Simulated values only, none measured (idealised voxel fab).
Documented hereafter: the process module known as voxel lift off.
FYI the section here is cut, 280 nm wide, cells are 5 nm squares.
A cross-section is written here as square cells arranged in a grid, and it is given in bands from the top down, each band taking up one or more rows of cells.
Per band: top height and bottom height in nm, followed by the left-to-right materials and their widths in nm; "full width" marks a single material spanning edge to edge, "blank" marks empty space.
Measure heights from 0. That's the level where, below it, the as-received wafer is all one material. The lowest band is bottomless and extends downward; write it as in "z 0 and below".
Think of "30..40" as a width that walks from the first number to the second as you go down the band, top row to bottom row, taking equal-sized steps from row to row.
No cell of the cross-section changed in a step that is given as "remained unchanged".
The list in "Enclosed void entries" covers empty spaces of 8 cells or more that cannot reach the top through any open way, and it gives each as width x height at distance; the distance is from the left edge, and width, height and distance are in nm.
Formally, on a step line, whatever follows the settings is a remark that the simulator itself makes on the step.
When a step includes a mask, the "overlay nm" setting on its line states how far to the right of its planned place that mask lay, and negative values state how far to the left.
## Here's what the planned process steps look like
- 1: RECEIVE, material Si
- 2: CONFORMAL_DEP, material SiN, thk nm 10
- 3: PATTERN, tone open, mask id LINES, material resist, width nm 30, pitch nm 45, thk nm 20, overlay nm 0
- 4: DIRECTIONAL_DEP, material Ru, thk nm 10
- 5: STRIP, etch materials resist
- 6: CONFORMAL_DEP, material SiO2, thk nm 10
## Received-state cross-section, reflecting completion of step 1
	z 0 and below = Si full width
	Enclosed void entries: none
## Cross-sectional result after module completion. Note: starting condition and plan are unchanged from above; one processing mistake was made
	z 30 to 20 = 45 nm blank / 185 nm SiO2 / 50 nm blank
	z 20 to 10 = SiO2 full width
	z 10 to 0 = SiN full width
	z 0 and below = Si full width
	Enclosed void entries: none
what went wrong: step 4 was run on a setting that differed from the plan, and what really ran there is DIRECTIONAL_DEP, material SiO2, thk nm 10
